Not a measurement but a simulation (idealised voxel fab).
Process module in this document: voxel fin reveal
In the cross-section labelled cut, the width is 215 nm and each square cell is 5 nm.
Cross-sections here: square-cell grids, written as top-down lists of bands, a band being one or more rows of cells.
Top height, bottom height, nm. Materials left to right, width each, nm. Single material + "full width" = fills band edge to edge. "air" = empty.
Beneath 0, the wafer as received is one material, and that level is where height counting begins. The lowest band goes on downward without a bottom; it is written like "0 down".
A width such as "30..40" changes by the same amount from each row of cells to the next, from the band's top row to its bottom row.
"no change" after a step means that no cell of the cross-section changed.
What "Encapsulated voids" gives you is every empty space of 8 cells or more that is cut off from the top. Each appears as width x height at distance, with the distance taken from the left edge and width, height and distance all in nm.
The remark found on a step's line after its settings is issued by the simulator itself and pertains to that step.
overlay nm: how far to the right of its planned place the mask lay on this masked step (negative: to the left).
Planned step list for the process:
1 RECEIVE (material Si)
2 CONFORMAL_DEP (material SiN; thk nm 10)
3 DIRECTIONAL_DEP (material aC; thk nm 10)
4 PATTERN (tone cover; mask id FINS; material resist; width nm 15; pitch nm 40; thk nm 25; overlay nm 0)
5 DIRECTIONAL_ETCH (etch materials aC; depth nm 10)
6 STRIP (etch materials resist)
7 DIRECTIONAL_ETCH (etch materials SiN; depth nm 10)
8 DIRECTIONAL_ETCH (etch materials Si; depth nm 30)
9 STRIP (etch materials aC)
10 OXIDIZE (depth nm 5)
11 FILL_DEP (material SiO2; thk nm 10)
12 CMP (height nm 10)
13 SELECTIVE_ETCH (etch materials SiO2; depth nm 25)
14 STRIP (etch materials SiN)
As received (post step 1): cross-section:
    0 down = Si full width
    Encapsulated voids: none
What the wafer looks like in cross-section after this module, when it starts as shown above and follows the plan above but one mistake is made in running it:
    0 to -15 = 65 nm air, 10 nm Si, 30 nm air, 10 nm Si, 30 nm air, 10 nm Si, 60 nm air
    -15 to -35 = 65 nm SiO2, 10 nm Si, 30 nm SiO2, 10 nm Si, 30 nm SiO2, 10 nm Si, 60 nm SiO2
    -35 down = Si full width
    Encapsulated voids: none
What broke from the plan during processing? for step 4, the planned setting was not used; the step was instead run as PATTERN (tone cover; mask id FINS; material resist; width nm 20; pitch nm 40; thk nm 25; overlay nm 0)
